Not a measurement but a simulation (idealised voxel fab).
Module name: voxel air gaps (process module)
In the cross-section labelled cut, the width is 175 nm and each square cell is 5 nm.
In this document a cross-section is written as a grid of square cells. It is given as a series of bands, listed from the top down, and a band is one or more rows of cells. Band: top height; bottom height; in nm. Then, left to right: material with width in nm, for each material. "edge to edge": a single material spanning edge to edge. "blank": empty space. Note: height 0 marks the level under which the wafer is uniformly one material as received. Lowest band unbounded below, written "0 and below". Width: "30..40" (first number = top row, second number = bottom row, same change from row to row of cells). The designation "changes: none", where it is given for a processing step, indicates that no cell of the cross-section was altered in the course of that step. "Unvented cavities" contains a list of empty spaces, each no smaller than 8 cells and without an open way to the top, written in the form width x height at distance with the distance from the left edge and all three in nm. Formally, on a step line, whatever follows the settings is a remark that the simulator itself makes on the step. Steps that use a mask can have "overlay nm" on their line. It says how far the mask sat to the right of where it was meant to be. Negative means to the left.

THE STEPS PLANNED FOR THE PROCESS ARE AS FOLLOWS
1,RECEIVE (material Si)
2,CONFORMAL_DEP (material SiO2; thk nm 15)
3,CONFORMAL_DEP (material SiCN; thk nm 5)
4,DIRECTIONAL_DEP (material SiO2; thk nm 30)
5,MASKED_ETCH (tone open; mask id LINES; width nm 20; pitch nm 45; etch materials SiO2; depth nm 30; overlay nm 0)
6,CONFORMAL_DEP (material TiN; thk nm 5)
7,FILL_DEP (material Cu; thk nm 10)
8,CMP (height nm 50)
9,EPI (material Ru; thk nm 10)
10,SELECTIVE_ETCH (etch materials SiO2; depth nm 40)
11,CONFORMAL_DEP (material SiCN; thk nm 5)

BELOW: THE FIRST OF TWO WAFERS, RUN AS PLANNED

SO THIS IS THE INCOMING WAFER IN CROSS-SECTION - IT'S ALREADY BEEN THROUGH STEP 1
0 and below  Si edge to edge
Unvented cavities: none

CROSS-SECTION: WAFER STATE AFTER STEP 2
15 down to 0  SiO2 edge to edge
below 0: unchanged

CROSS-SECTION: WAFER STATE AFTER STEP 3
20 down to 15  SiCN edge to edge
below 15: unchanged

CROSS-SECTION: WAFER STATE AFTER STEP 4
50 down to 20  SiO2 edge to edge
below 20: unchanged

CROSS-SECTION: WAFER STATE AFTER STEP 5
50 down to 20  SiO2 30 nm; blank 20 nm; SiO2 25 nm; blank 20 nm; SiO2 25 nm; blank 20 nm; SiO2 35 nm
below 20: unchanged

CROSS-SECTION: WAFER STATE AFTER STEP 6
55 down to 50  TiN 35 nm; blank 10 nm; TiN 35 nm; blank 10 nm; TiN 35 nm; blank 10 nm; TiN 40 nm
50 down to 25  SiO2 30 nm; TiN 5 nm; blank 10 nm; TiN 5 nm; SiO2 25 nm; TiN 5 nm; blank 10 nm; TiN 5 nm; SiO2 25 nm; TiN 5 nm; blank 10 nm; TiN 5 nm; SiO2 35 nm
25 down to 20  SiO2 30 nm; TiN 20 nm; SiO2 25 nm; TiN 20 nm; SiO2 25 nm; TiN 20 nm; SiO2 35 nm
below 20: unchanged

CROSS-SECTION: WAFER STATE AFTER STEP 7
65 down to 55  Cu edge to edge
55 down to 50  TiN 35 nm; Cu 10 nm; TiN 35 nm; Cu 10 nm; TiN 35 nm; Cu 10 nm; TiN 40 nm
50 down to 25  SiO2 30 nm; TiN 5 nm; Cu 10 nm; TiN 5 nm; SiO2 25 nm; TiN 5 nm; Cu 10 nm; TiN 5 nm; SiO2 25 nm; TiN 5 nm; Cu 10 nm; TiN 5 nm; SiO2 35 nm
below 25: unchanged

CROSS-SECTION: WAFER STATE AFTER STEP 8
50 down to 25  SiO2 30 nm; TiN 5 nm; Cu 10 nm; TiN 5 nm; SiO2 25 nm; TiN 5 nm; Cu 10 nm; TiN 5 nm; SiO2 25 nm; TiN 5 nm; Cu 10 nm; TiN 5 nm; SiO2 35 nm
below 25: unchanged

CROSS-SECTION: WAFER STATE AFTER STEP 9
60 down to 50  blank 20 nm; Ru 40 nm; blank 5 nm; Ru 40 nm; blank 5 nm; Ru 40 nm; blank 25 nm
below 50: unchanged

CROSS-SECTION: WAFER STATE AFTER STEP 10
60 down to 50  blank 20 nm; Ru 40 nm; blank 5 nm; Ru 40 nm; blank 5 nm; Ru 40 nm; blank 25 nm
50 down to 25  blank 30 nm; TiN 5 nm; Cu 10 nm; TiN 5 nm; blank 25 nm; TiN 5 nm; Cu 10 nm; TiN 5 nm; blank 25 nm; TiN 5 nm; Cu 10 nm; TiN 5 nm; blank 35 nm
25 down to 20  blank 30 nm; TiN 20 nm; blank 25 nm; TiN 20 nm; blank 25 nm; TiN 20 nm; blank 35 nm
below 20: unchanged

CROSS-SECTION: WAFER STATE AFTER STEP 11
65 down to 60  blank 15 nm; SiCN 140 nm; blank 20 nm
60 down to 50  blank 15 nm; SiCN 5 nm; Ru 40 nm; SiCN 5 nm; Ru 40 nm; SiCN 5 nm; Ru 40 nm; SiCN 5 nm; blank 20 nm
50 down to 45  blank 15 nm; SiCN 15 nm; TiN 5 nm; Cu 10 nm; TiN 5 nm; SiCN 25 nm; TiN 5 nm; Cu 10 nm; TiN 5 nm; SiCN 25 nm; TiN 5 nm; Cu 10 nm; TiN 5 nm; SiCN 15 nm; blank 20 nm
45 down to 25  blank 25 nm; SiCN 5 nm; TiN 5 nm; Cu 10 nm; TiN 5 nm; SiCN 5 nm; blank 15 nm; SiCN 5 nm; TiN 5 nm; Cu 10 nm; TiN 5 nm; SiCN 5 nm; blank 15 nm; SiCN 5 nm; TiN 5 nm; Cu 10 nm; TiN 5 nm; SiCN 5 nm; blank 30 nm
25 down to 20  SiCN 30 nm; TiN 20 nm; SiCN 25 nm; TiN 20 nm; SiCN 25 nm; TiN 20 nm; SiCN 35 nm
below 20: unchanged
Unvented cavities: 15 x 20 at 55; 15 x 20 at 100

SECOND WAFER, SAME STARTING CONDITIONS AND RECIPE AS THE FIRST, ONE MISTAKE IN EXECUTING IT, NOTHING DIFFERS FROM THE FIRST UP TO AND INCLUDING STEP 4

SECOND WAFER, SECTIONED VIEW, AT STEP 5'S PLANNED END TIME
50 down to 20  blank 30 nm; SiO2 20 nm; blank 25 nm; SiO2 20 nm; blank 25 nm; SiO2 20 nm; blank 35 nm
below 20: unchanged

SECOND WAFER, SECTIONED VIEW, AT STEP 6'S PLANNED END TIME
55 down to 50  blank 25 nm; TiN 30 nm; blank 15 nm; TiN 30 nm; blank 15 nm; TiN 30 nm; blank 30 nm
50 down to 25  blank 25 nm; TiN 5 nm; SiO2 20 nm; TiN 5 nm; blank 15 nm; TiN 5 nm; SiO2 20 nm; TiN 5 nm; blank 15 nm; TiN 5 nm; SiO2 20 nm; TiN 5 nm; blank 30 nm
25 down to 20  TiN 30 nm; SiO2 20 nm; TiN 25 nm; SiO2 20 nm; TiN 25 nm; SiO2 20 nm; TiN 35 nm
below 20: unchanged

SECOND WAFER, SECTIONED VIEW, AT STEP 7'S PLANNED END TIME
65 down to 55  Cu edge to edge
55 down to 50  Cu 25 nm; TiN 30 nm; Cu 15 nm; TiN 30 nm; Cu 15 nm; TiN 30 nm; Cu 30 nm
50 down to 25  Cu 25 nm; TiN 5 nm; SiO2 20 nm; TiN 5 nm; Cu 15 nm; TiN 5 nm; SiO2 20 nm; TiN 5 nm; Cu 15 nm; TiN 5 nm; SiO2 20 nm; TiN 5 nm; Cu 30 nm
below 25: unchanged

SECOND WAFER, SECTIONED VIEW, AT STEP 8'S PLANNED END TIME
50 down to 25  Cu 25 nm; TiN 5 nm; SiO2 20 nm; TiN 5 nm; Cu 15 nm; TiN 5 nm; SiO2 20 nm; TiN 5 nm; Cu 15 nm; TiN 5 nm; SiO2 20 nm; TiN 5 nm; Cu 30 nm
below 25: unchanged

SECOND WAFER, SECTIONED VIEW, AT STEP 9'S PLANNED END TIME
60 down to 50  Ru edge to edge
below 50: unchanged

Second wafer, sectioned view, at step 10's planned end time: changes: none

SECOND WAFER, SECTIONED VIEW, AT STEP 11'S PLANNED END TIME
65 down to 60  SiCN edge to edge
below 60: unchanged
Finding, execution versus plan: off-plan run, step 5, actual operation and settings MASKED_ETCH (tone cover; mask id LINES; width nm 20; pitch nm 45; etch materials SiO2; depth nm 30; overlay nm 0)
Cell-count delta at end, second wafer over first, by material: Cu +55, Ru +22, SiCN -64, SiO2 +72, TiN +11
The first wafer finishes with 2 closed voids, while the second finishes with 0.
